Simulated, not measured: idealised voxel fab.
The document below concerns the process module designated voxel transistor to metal.
The cross-section shown here is cut; it is 155 nm wide and divided into square cells measuring 5 nm on a side.
If you're reading a cross-section in this doc, picture square cells in a grid; it comes to you as bands, top ones listed first down to the bottom, and a band can be one or more rows of cells. For a band, the entry starts with two heights in nm, that of the top and then that of the bottom, and carries on with the band's materials in order from left to right, each alongside its width in nm; the word "everywhere" beside a single material means it fills the band edge to edge, and "empty" means empty space. The level at which height equals 0 is the one under which the wafer, as it arrives, is entirely one material. No lower edge exists for the bottom band, which continues downward and is notated as in "z 0 and below". Note: "30..40" means the width goes from the first number (top row of the band) to the second number (bottom row) in equal steps per row of cells. No cell of the cross-section changed in a step that is given as "no alterations made". Closed-off voids of 8+ cells (no open route to the top) go in "Sealed-off cavities", written width x height at distance from the left edge, in nm. after a step's settings: what the simulator itself notes on the step. "overlay nm" answers the question of how far to the right of plan the mask lay on a step that has a mask, and when it is negative the answer is to the left.

### Process steps (planned)
step 1: RECEIVE,material Si
step 2: OXIDIZE,depth nm 5
step 3: CONFORMAL_DEP,material SiN,thk nm 10
step 4: MASKED_ETCH,tone cover,mask id ACTIVE,width nm 120,etch materials SiN,depth nm 10,overlay nm 0
step 5: MASKED_ETCH,tone cover,mask id ACTIVE,width nm 120,etch materials SiO2,depth nm 5,overlay nm 0
step 6: MASKED_ETCH,tone cover,mask id ACTIVE,width nm 120,etch materials Si,depth nm 20,overlay nm 0
step 7: FILL_DEP,material SiO2,thk nm 15
step 8: CMP,height nm 10
step 9: SELECTIVE_ETCH,etch materials SiO2,depth nm 10
step 10: STRIP,etch materials SiN
step 11: SELECTIVE_ETCH,etch materials SiO2,depth nm 5
step 12: OXIDIZE,depth nm 5
step 13: DIRECTIONAL_DEP,material polySi,thk nm 20
step 14: DIRECTIONAL_DEP,material SiCN,thk nm 10
step 15: MASKED_ETCH,tone cover,mask id GATE,width nm 30,etch materials SiCN,depth nm 20,overlay nm 0
step 16: MASKED_ETCH,tone cover,mask id GATE,width nm 30,etch materials polySi,depth nm 30,overlay nm 0
step 17: CONFORMAL_DEP,material SiN,thk nm 10
step 18: DIRECTIONAL_ETCH,etch materials SiN,depth nm 10
step 19: DIRECTIONAL_ETCH,etch materials SiO2,depth nm 5
step 20: EPI,material pSi,thk nm 5
step 21: FILL_DEP,material SiO2,thk nm 5
step 22: CMP,height nm 15
step 23: STRIP,etch materials polySi
step 24: SELECTIVE_ETCH,etch materials SiO2,depth nm 5
step 25: CONFORMAL_DEP,material HfO2,thk nm 5
step 26: CONFORMAL_DEP,material TiN,thk nm 5
step 27: FILL_DEP,material W,thk nm 10
step 28: CMP,height nm 10
step 29: DIRECTIONAL_DEP,material SiO2,thk nm 15
step 30: PATTERN,tone open,mask id CONTACT,material resist,width nm 20,pitch nm 80,thk nm 15,overlay nm 0
step 31: DIRECTIONAL_ETCH,etch materials SiO2,depth nm 30
step 32: STRIP,etch materials resist
step 33: CONFORMAL_DEP,material TiN,thk nm 5
step 34: FILL_DEP,material W,thk nm 5
step 35: CMP,height nm 25
step 36: DIRECTIONAL_DEP,material TiN,thk nm 5
step 37: DIRECTIONAL_DEP,material Ru,thk nm 20
step 38: PATTERN,tone cover,mask id METAL_1,material resist,width nm 20,pitch nm 80,thk nm 15,overlay nm 0
step 39: DIRECTIONAL_ETCH,etch materials Ru,depth nm 20
step 40: DIRECTIONAL_ETCH,etch materials TiN,depth nm 5
step 41: STRIP,etch materials resist
step 42: FILL_DEP,material lowk,thk nm 5
step 43: CMP,height nm 50
step 44: CONFORMAL_DEP,material SiCN,thk nm 5

### Wafer at receipt (post step 1), cross-section
* z 0 and below  Si everywhere
* Sealed-off cavities: none

### End state of the module in cross-section, given the above starting point and plan and one mistake in execution
* z 55 to 50  SiCN everywhere
* z 50 to 30  lowk=25  Ru=20  lowk=60  Ru=20  lowk=30
* z 30 to 25  lowk=25  TiN=20  lowk=60  TiN=20  lowk=30
* z 25 to 15  W=20  TiN=5  SiO2=20  TiN=5  W=50  TiN=5  SiO2=20  TiN=5  W=25
* z 15 to 10  W=20  TiN=5  SiO2=20  TiN=60  SiO2=20  TiN=5  W=25
* z 10 to 0  W=20  TiN=5  SiO2=20  TiN=5  SiN=10  HfO2=5  TiN=5  W=10  TiN=5  HfO2=5  SiN=10  TiN=5  SiO2=20  TiN=5  W=25
* z 0 to -5  TiN=25  SiO2=20  TiN=5  SiN=10  HfO2=5  TiN=20  HfO2=5  SiN=10  TiN=5  SiO2=20  TiN=30
* z -5 to -10  SiO2=10  pSi=40  SiO2=5  HfO2=40  SiO2=5  pSi=40  SiO2=15
* z -10 to -25  SiO2=15  Si=120  SiO2=20
* z -25 and below  Si everywhere
* Sealed-off cavities: none
Error vs. plan: rather than as planned, step 30 actually ran as PATTERN,tone cover,mask id CONTACT,material resist,width nm 20,pitch nm 80,thk nm 15,overlay nm 0
